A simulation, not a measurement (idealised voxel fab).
process module | voxel self aligned vias
cross-section cut | 265 nm wide | cells 5 nm
A cross-section is a grid of square cells, given in bands from the top down. A band is one or more rows of cells.
Each band's line starts with the height of the band's top and of its bottom, in nm. Then come its materials from left to right, each with its width in nm. One material with "throughout" fills the band from edge to edge. "air" is empty space.
Height 0 is the level under which the wafer as received is all one material. The lowest band goes on downwards, as in "0 down".
A width such as "30 to 40" changes by the same amount from each row of cells to the next, from the band's top row to its bottom row.
"no change" after a step means that no cell of the cross-section changed.
closed voids: empty space of 8 cells or more with no open way to the top, each as width x height at its distance from the left edge, in nm
after a step's settings: what the simulator itself notes on the step
overlay nm, on a step with a mask: how far to the right of its planned place the mask lay; to the left if negative
plan
1 op RECEIVE | material Si
2 op CONFORMAL_DEP | material SiO2 | thk nm 15
3 op CONFORMAL_DEP | material SiCN | thk nm 5
4 op DIRECTIONAL_DEP | material lowk | thk nm 25
5 op DIRECTIONAL_DEP | material aC | thk nm 10
6 op PATTERN | tone open | mask id LINES | material resist | width nm 30 | pitch nm 80 | thk nm 30 | overlay nm 0
7 op DIRECTIONAL_ETCH | etch materials aC | depth nm 10
8 op STRIP | etch materials resist
9 op DIRECTIONAL_ETCH | etch materials lowk | depth nm 25
10 op STRIP | etch materials aC
11 op CONFORMAL_DEP | material TiN | thk nm 5
12 op FILL_DEP | material Ru | thk nm 10
13 op CMP | height nm 45
14 op SELECTIVE_ETCH | etch materials W Ru TiN | depth nm 10
15 op FILL_DEP | material SiN | thk nm 5
16 op CMP | height nm 45
17 op DIRECTIONAL_DEP | material lowk | thk nm 15
18 op DIRECTIONAL_DEP | material aC | thk nm 10
19 op PATTERN | tone open | mask id VIAS | material resist | width nm 50 | pitch nm 160 | thk nm 30 | overlay nm 0
20 op DIRECTIONAL_ETCH | etch materials aC | depth nm 10
21 op STRIP | etch materials resist
22 op DIRECTIONAL_ETCH | etch materials lowk | depth nm 15
23 op DIRECTIONAL_ETCH | etch materials SiN | depth nm 10
24 op STRIP | etch materials aC
25 op CONFORMAL_DEP | material TiN | thk nm 5
26 op FILL_DEP | material Cu | thk nm 10
27 op CMP | height nm 60
28 op CONFORMAL_DEP | material SiCN | thk nm 5
as received, after step 1
  0 down: Si throughout
  closed voids: none
first wafer at the end, as planned
  65 to 60: SiCN throughout
  60 to 50: lowk 25 | TiN 5 | Cu 40 | TiN 5 | lowk 110 | TiN 5 | Cu 40 | TiN 5 | lowk 30
  50 to 45: lowk 25 | TiN 15 | Cu 20 | TiN 15 | lowk 110 | TiN 15 | Cu 20 | TiN 15 | lowk 30
  45 to 40: lowk 35 | TiN 5 | Cu 20 | TiN 5 | lowk 50 | SiN 30 | lowk 50 | TiN 5 | Cu 20 | TiN 5 | lowk 40
  40 to 35: lowk 35 | TiN 30 | lowk 50 | SiN 30 | lowk 50 | TiN 30 | lowk 40
  35 to 25: lowk 35 | TiN 5 | Ru 20 | TiN 5 | lowk 50 | TiN 5 | Ru 20 | TiN 5 | lowk 50 | TiN 5 | Ru 20 | TiN 5 | lowk 40
  25 to 20: lowk 35 | TiN 30 | lowk 50 | TiN 30 | lowk 50 | TiN 30 | lowk 40
  20 to 15: SiCN throughout
  15 to 0: SiO2 throughout
  0 down: Si throughout
  closed voids: none
second wafer at the end: like start, like plan, one mistake
  65 to 60: SiCN throughout
  60 to 50: lowk 25 | TiN 5 | Cu 40 | TiN 5 | lowk 110 | TiN 5 | Cu 40 | TiN 5 | lowk 30
  50 to 45: lowk 25 | TiN 50 | lowk 110 | TiN 50 | lowk 30
  45 to 35: SiN 25 | TiN 10 | lowk 30 | TiN 10 | SiN 40 | lowk 30 | SiN 40 | TiN 10 | lowk 30 | TiN 10 | SiN 30
  35 to 25: Ru 30 | TiN 5 | lowk 30 | TiN 5 | Ru 40 | TiN 5 | lowk 30 | TiN 5 | Ru 40 | TiN 5 | lowk 30 | TiN 5 | Ru 35
  25 to 20: TiN 35 | lowk 30 | TiN 50 | lowk 30 | TiN 50 | lowk 30 | TiN 40
  20 to 15: SiCN throughout
  15 to 0: SiO2 throughout
  0 down: Si throughout
  closed voids: none
what went wrong: step 6 ran as: op PATTERN | tone cover | mask id LINES | material resist | width nm 30 | pitch nm 80 | thk nm 30 | overlay nm 0
at the end the second wafer has, in cells: 16 fewer of Cu | 34 more of Ru | 42 more of SiN | 25 more of TiN | 85 fewer of lowk
